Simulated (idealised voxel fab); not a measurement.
process module | voxel released beams
cross-section cut | 210 nm wide | cells 5 nm
A cross-section is a grid of square cells, given in bands from the top down. A band is one or more rows of cells.
Each band's line starts with the height of the band's top and of its bottom, in nm. Then come its materials from left to right, each with its width in nm. One material with "throughout" fills the band from edge to edge. "air" is empty space.
Height 0 is the level under which the wafer as received is all one material. The lowest band goes on downwards, as in "0 down".
A width such as "30 to 40" changes by the same amount from each row of cells to the next, from the band's top row to its bottom row.
"no change" after a step means that no cell of the cross-section changed.
closed voids: empty space of 8 cells or more with no open way to the top, each as width x height at its distance from the left edge, in nm
after a step's settings: what the simulator itself notes on the step
overlay nm, on a step with a mask: how far to the right of its planned place the mask lay; to the left if negative
plan
1 op RECEIVE | material Si
2 op CONFORMAL_DEP | material Al2O3 | thk nm 10
3 op DIRECTIONAL_DEP | material SiO2 | thk nm 15
4 op MASKED_ETCH | tone open | mask id ANCHOR | width nm 40 | etch materials SiO2 | depth nm 15 | overlay nm 0
5 op CONFORMAL_DEP | material SiN | thk nm 15
6 op MASKED_ETCH | tone cover | mask id BEAM | width nm 125 | etch materials SiN | depth nm 15 | overlay nm 0
7 op STRIP | etch materials SiO2
as received, after step 1
  0 down: Si throughout
  closed voids: none
first wafer at the end, as planned
  40 to 25: air 40 | SiN 20 | air 10 | SiN 95 | air 45
  25 to 10: air 45 | SiN 40 | air 125
  10 to 0: Al2O3 throughout
  0 down: Si throughout
  closed voids: none
second wafer at the end: like start, like plan, one mistake
  40 to 25: air 40 | SiN 15 | air 20 | SiN 90 | air 45
  25 to 10: air 40 | SiN 50 | air 120
  10 to 0: Al2O3 throughout
  0 down: Si throughout
  closed voids: none
what went wrong: step 4 ran as: op MASKED_ETCH | tone open | mask id ANCHOR | width nm 50 | etch materials SiO2 | depth nm 15 | overlay nm 0
at the end the second wafer has, in cells: as many of each material as the first, in other places
